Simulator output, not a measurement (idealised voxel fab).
Proc. module: voxel ribs on slabs
Each square cell in cross-section cut measures 5 nm, and the section as a whole is 240 nm wide.
Cross-section = grid of square cells, listed top down in bands; band = one or more rows.
Band entry format. Leading values: height of top, height of bottom, nm. Remainder: materials in left-to-right order, each with its width in nm. Special words: "all across" on a single material, which then fills the band edge to edge; "empty", empty space.
Counting heights begins at 0, where everything beneath is, in the wafer as received, one material. The lowest band has no bottom; it goes on downwards, as "top 0, no bottom" shows.
A two-number width, for instance "30..40", indicates that the width is equal to the first number in the top row of the band and to the second number in the bottom row, and that it changes by a constant amount per row of cells.
"changes: none" for a step: no cell of the cross-section changed in that step.
"Cavities, sealed" lists enclosed empty spaces (at least 8 cells, no open path upward to the top), each as width x height at distance from the left edge, in nm.
The remark found on a step's line after its settings is issued by the simulator itself and pertains to that step.
"overlay nm" denotes, for a step that has a mask, the displacement of the mask to the right of its planned place, with negative values corresponding to the left.

**Planned process steps**
1) RECEIVE | material Si
2) DIRECTIONAL_DEP | material SiO2 | thk nm 30
3) DIRECTIONAL_DEP | material SiN | thk nm 20
4) MASKED_ETCH | tone cover | mask id RIB | width nm 20 | etch materials SiN | depth nm 10 | overlay nm 0
5) PATTERN | tone cover | mask id SLAB | material resist | width nm 70 | thk nm 15 | overlay nm 0
6) DIRECTIONAL_ETCH | etch materials SiN | depth nm 10
7) STRIP | etch materials resist
8) FILL_DEP | material SiO2 | thk nm 25
9) CMP | height nm 65
10) DIRECTIONAL_DEP | material TiN | thk nm 5
11) MASKED_ETCH | tone cover | mask id HEATER | width nm 40 | etch materials TiN | depth nm 5 | overlay nm 0
12) CONFORMAL_DEP | material SiN | thk nm 10
For this document, wafers share an identical start and vary in the step 4 width nm; the plan quotes the first wafer's value.

**Incoming state of the first of several wafers in cross-section: after step 1**
- top 0, no bottom: Si all across
- Cavities, sealed: none

**End of module, by wafer: material-by-material cell gain (+) or loss (-) since receipt, then closed voids**
width nm 20, +136 SiN, +588 SiO2, +8 TiN, Cavities, sealed: none
width nm 25, +138 SiN, +586 SiO2, +8 TiN, Cavities, sealed: none
width nm 30, +140 SiN, +584 SiO2, +8 TiN, Cavities, sealed: none
width nm 35, +142 SiN, +582 SiO2, +8 TiN, Cavities, sealed: none
width nm 40, +144 SiN, +580 SiO2, +8 TiN, Cavities, sealed: none
width nm 45, +146 SiN, +578 SiO2, +8 TiN, Cavities, sealed: none
